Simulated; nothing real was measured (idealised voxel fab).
Herein follows the process module entitled voxel wiring stack.
140 nm wide, 5 nm square cells: that's cross-section cut.
Cross-sections here: square-cell grids, written as top-down lists of bands, a band being one or more rows of cells. Look at the band entry: it leads with the top's height and the bottom's height in nm. Then it lists the materials left to right, with a width in nm for each. The word "throughout" on a single material says that material fills the band edge to edge. The word "empty" is empty space. Basically, 0 is our baseline, since under it the wafer straight out of the box is all one material. The bottom band has no lower end and keeps on going down, so it looks like "0 down". The width entry "30 to 40" should be interpreted row by row: the top row of cells in the band takes the first number, the bottom row takes the second number, and the change between adjacent rows is uniform throughout. Given "no change" for a step, no cell of the cross-section differs between before and after that step. "Closed void entries" enumerates empty spaces isolated from the top, with no open way to it, that contain at least 8 cells, giving each as width x height at distance from the left edge, all three in nm. If you see something after the settings on a step's line, that's the simulator's own remark about that step. overlay nm: mask offset rightward from planned place, masked step; negative means leftward offset.
List of planned process steps
| 1 | RECEIVE (material Si) |
| 2 | CONFORMAL_DEP (material SiO2; thk nm 10) |
| 3 | DIRECTIONAL_DEP (material TiN; thk nm 5) |
| 4 | DIRECTIONAL_DEP (material W; thk nm 20) |
| 5 | PATTERN (tone cover; mask id METAL_1; material resist; width nm 25; pitch nm 55; thk nm 15; overlay nm 0) |
| 6 | DIRECTIONAL_ETCH (etch materials W; depth nm 20) |
| 7 | DIRECTIONAL_ETCH (etch materials TiN; depth nm 5) |
| 8 | STRIP (etch materials resist) |
| 9 | CONFORMAL_DEP (material SiCN; thk nm 5) |
| 10 | FILL_DEP (material lowk; thk nm 5) |
| 11 | CMP (height nm 35) |
| 12 | CONFORMAL_DEP (material SiCN; thk nm 5) |
| 13 | DIRECTIONAL_DEP (material lowk; thk nm 20) |
| 14 | PATTERN (tone open; mask id PLUG_1; material resist; width nm 15; pitch nm 55; thk nm 15; overlay nm 0) |
| 15 | DIRECTIONAL_ETCH (etch materials lowk; depth nm 20) |
| 16 | DIRECTIONAL_ETCH (etch materials SiCN; depth nm 5) |
| 17 | STRIP (etch materials resist) |
| 18 | CONFORMAL_DEP (material TiN; thk nm 5) |
| 19 | FILL_DEP (material Cu; thk nm 5) |
| 20 | CMP (height nm 60) |
| 21 | DIRECTIONAL_DEP (material TiN; thk nm 5) |
| 22 | DIRECTIONAL_DEP (material Ru; thk nm 20) |
| 23 | PATTERN (tone cover; mask id METAL_2; material resist; width nm 25; pitch nm 55; thk nm 20; overlay nm 0) |
| 24 | DIRECTIONAL_ETCH (etch materials Ru; depth nm 20) |
| 25 | DIRECTIONAL_ETCH (etch materials TiN; depth nm 5) |
| 26 | STRIP (etch materials resist) |
| 27 | CONFORMAL_DEP (material SiCN; thk nm 5) |
| 28 | FILL_DEP (material SiO2; thk nm 10) |
| 29 | CMP (height nm 85) |
| 30 | CONFORMAL_DEP (material SiCN; thk nm 5) |
| 31 | DIRECTIONAL_DEP (material lowk; thk nm 35) |
| 32 | DIRECTIONAL_DEP (material aC; thk nm 10) |
| 33 | PATTERN (tone open; mask id METAL_3_HOLES; material resist; width nm 15; thk nm 25; overlay nm 0) |
| 34 | DIRECTIONAL_ETCH (etch materials aC; depth nm 10) |
| 35 | STRIP (etch materials resist) |
| 36 | DIRECTIONAL_ETCH (etch materials lowk; depth nm 35) |
| 37 | STRIP (etch materials aC) |
| 38 | PATTERN (tone open; mask id METAL_3; material resist; width nm 25; pitch nm 55; thk nm 15; overlay nm 0) |
| 39 | DIRECTIONAL_ETCH (etch materials lowk; depth nm 20) |
| 40 | DIRECTIONAL_ETCH (etch materials SiCN; depth nm 5) |
| 41 | STRIP (etch materials resist) |
| 42 | CONFORMAL_DEP (material TiN; thk nm 5) |
| 43 | FILL_DEP (material Cu; thk nm 10) |
| 44 | CMP (height nm 125) |
| 45 | CONFORMAL_DEP (material SiCN; thk nm 5) |
Cross-section: wafer on arrival = after step 1
> 0 down | Si throughout
> Closed void entries: none
Run as planned - first of the two wafers cross-sectioned at the end of the module
> 130 to 125 | SiCN throughout
> 125 to 110 | lowk: 30, then TiN: 5, then Cu: 15, then TiN: 5, then lowk: 30, then TiN: 5, then Cu: 15, then TiN: 5, then lowk: 30
> 110 to 105 | lowk: 30, then TiN: 5, then Cu: 5, then TiN: 15, then lowk: 30, then TiN: 25, then lowk: 30
> 105 to 90 | lowk: 30, then TiN: 5, then Cu: 5, then TiN: 5, then lowk: 95
> 90 to 85 | SiCN: 30, then TiN: 15, then SiCN: 95
> 85 to 65 | SiO2: 25, then SiCN: 5, then Ru: 25, then SiCN: 5, then SiO2: 20, then SiCN: 5, then Ru: 25, then SiCN: 5, then SiO2: 25
> 65 to 60 | SiCN: 30, then TiN: 25, then SiCN: 30, then TiN: 25, then SiCN: 30
> 60 to 40 | lowk: 30, then TiN: 5, then Cu: 5, then TiN: 5, then lowk: 40, then TiN: 5, then Cu: 5, then TiN: 5, then lowk: 40
> 40 to 35 | SiCN: 30, then TiN: 15, then SiCN: 40, then TiN: 15, then SiCN: 40
> 35 to 15 | lowk: 25, then SiCN: 5, then W: 25, then SiCN: 5, then lowk: 20, then SiCN: 5, then W: 25, then SiCN: 5, then lowk: 25
> 15 to 10 | SiCN: 30, then TiN: 25, then SiCN: 30, then TiN: 25, then SiCN: 30
> 10 to 0 | SiO2 throughout
> 0 down | Si throughout
> Closed void entries: none
The second wafer, shown in cross-section after the module: started the same way as the first and given the same plan, yet one mistake crept into how it was run
> 130 to 125 | SiCN throughout
> 125 to 110 | lowk: 30, then TiN: 5, then Cu: 15, then TiN: 5, then lowk: 30, then TiN: 5, then Cu: 15, then TiN: 5, then lowk: 30
> 110 to 105 | lowk: 30, then TiN: 5, then Cu: 5, then TiN: 15, then lowk: 30, then TiN: 25, then lowk: 30
> 105 to 90 | lowk: 30, then TiN: 5, then Cu: 5, then TiN: 5, then lowk: 95
> 90 to 85 | SiCN: 30, then TiN: 15, then SiCN: 95
> 85 to 65 | SiO2: 25, then SiCN: 5, then Ru: 25, then SiCN: 5, then SiO2: 20, then SiCN: 5, then Ru: 25, then SiCN: 5, then SiO2: 25
> 65 to 60 | SiCN: 30, then TiN: 25, then SiCN: 30, then TiN: 25, then SiCN: 30
> 60 to 40 | lowk: 30, then SiCN: 5, then Cu: 5, then SiCN: 5, then lowk: 40, then SiCN: 5, then Cu: 5, then SiCN: 5, then lowk: 40
> 40 to 35 | SiCN throughout
> 35 to 15 | lowk: 25, then SiCN: 5, then W: 25, then SiCN: 5, then lowk: 20, then SiCN: 5, then W: 25, then SiCN: 5, then lowk: 25
> 15 to 10 | SiCN: 30, then TiN: 25, then SiCN: 30, then TiN: 25, then SiCN: 30
> 10 to 0 | SiO2 throughout
> 0 down | Si throughout
> Closed void entries: none
what went wrong: off-plan run, step 18, actual operation and settings CONFORMAL_DEP (material SiCN; thk nm 5)
Count the cells at the end and the second wafer has more or fewer of some materials than the first: SiCN +22; TiN -22
